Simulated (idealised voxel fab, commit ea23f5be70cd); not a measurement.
The following is a process module called voxel trench capacitor.
Cross-section cut spans 230 nm and uses square cells 5 nm in size.
Cross-section, as written here: a square-cell grid given band by band from the top down, where a band holds one or more rows of cells. For a band, the entry starts with two heights in nm, that of the top and then that of the bottom, and carries on with the band's materials in order from left to right, each alongside its width in nm; the word "throughout" beside a single material means it fills the band edge to edge, and "empty" means empty space. Height is counted from the level 0, under which the received wafer is composed throughout of one material. The lowest of the bands is not closed at the bottom but continues downward, in the notation "0 nm and below". Width spec "30 to 40" -> top row of cells at first value, bottom row at second value, equal per-row change in between. Any step labelled "nothing changed" changed none of the cells in the cross-section. "Fully enclosed voids" - sealed voids, min. 8 cells, no opening to top; format: width x height at distance (distance from left edge; nm throughout). That trailing text on a step's line, after the settings, is the simulator's own remark on the step. overlay nm: mask right of planned place by this much (step with mask). Neg. = left.
THE STEPS PLANNED FOR THE PROCESS ARE AS FOLLOWS
1. RECEIVE: material Si
2. CONFORMAL_DEP: material SiN, thk nm 10
3. MASKED_ETCH: tone open, mask id TRENCH, width nm 20, pitch nm 45, etch materials SiN, depth nm 10, overlay nm 0
4. MASKED_ETCH: tone open, mask id TRENCH, width nm 20, pitch nm 45, etch materials Si, depth nm 15, overlay nm 0
5. CONFORMAL_DEP: material SiO2, thk nm 5
6. FILL_DEP: material polySi, thk nm 10
7. CMP: height nm 10
Across this set of wafers, the varied parameter is the depth nm of step 4. Starting conditions are identical for every wafer, and the plan reports the value assigned to the first wafer.
CROSS-SECTIONAL VIEW OF THE FIRST OF SEVERAL WAFERS IN THE AS-RECEIVED CONDITION, CORRESPONDING TO THE STATE FOLLOWING STEP 1
	0 nm and below: Si throughout
	Fully enclosed voids: none
FIRST OF SEVERAL WAFERS, SECTIONED AT END OF MODULE (LAST STEP: STEP 7)
	10 nm to 0 nm: SiN=60 | SiO2=5 | polySi=10 | SiO2=5 | SiN=25 | SiO2=5 | polySi=10 | SiO2=5 | SiN=25 | SiO2=5 | polySi=10 | SiO2=5 | SiN=60
	0 nm to -10 nm: Si=60 | SiO2=5 | polySi=10 | SiO2=5 | Si=25 | SiO2=5 | polySi=10 | SiO2=5 | Si=25 | SiO2=5 | polySi=10 | SiO2=5 | Si=60
	-10 nm to -15 nm: Si=60 | SiO2=20 | Si=25 | SiO2=20 | Si=25 | SiO2=20 | Si=60
	-15 nm and below: Si throughout
	Fully enclosed voids: none
HERE WE CROSS-SECTIONED THE LAST OF THE WAFERS ONCE THE MODULE WAS DONE
	10 nm to 0 nm: SiN=60 | SiO2=5 | polySi=10 | SiO2=5 | SiN=25 | SiO2=5 | polySi=10 | SiO2=5 | SiN=25 | SiO2=5 | polySi=10 | SiO2=5 | SiN=60
	0 nm to -35 nm: Si=60 | SiO2=5 | polySi=10 | SiO2=5 | Si=25 | SiO2=5 | polySi=10 | SiO2=5 | Si=25 | SiO2=5 | polySi=10 | SiO2=5 | Si=60
	-35 nm to -40 nm: Si=60 | SiO2=20 | Si=25 | SiO2=20 | Si=25 | SiO2=20 | Si=60
	-40 nm and below: Si throughout
	Fully enclosed voids: none
EACH ROW BELOW IS A WAFER AT THE END OF THE MODULE, LISTING FOR EVERY MATERIAL THE NUMBER OF CELLS IT HAS GAINED (+) OR LOST (-) SINCE IT WAS RECEIVED, FOLLOWED BY ITS CLOSED VOIDS
depth nm 15; -36 Si; +68 SiN; +36 SiO2; +24 polySi; Fully enclosed voids: none
depth nm 20; -48 Si; +68 SiN; +42 SiO2; +30 polySi; Fully enclosed voids: none
depth nm 25; -60 Si; +68 SiN; +48 SiO2; +36 polySi; Fully enclosed voids: none
depth nm 30; -72 Si; +68 SiN; +54 SiO2; +42 polySi; Fully enclosed voids: none
depth nm 35; -84 Si; +68 SiN; +60 SiO2; +48 polySi; Fully enclosed voids: none
depth nm 40; -96 Si; +68 SiN; +66 SiO2; +54 polySi; Fully enclosed voids: none
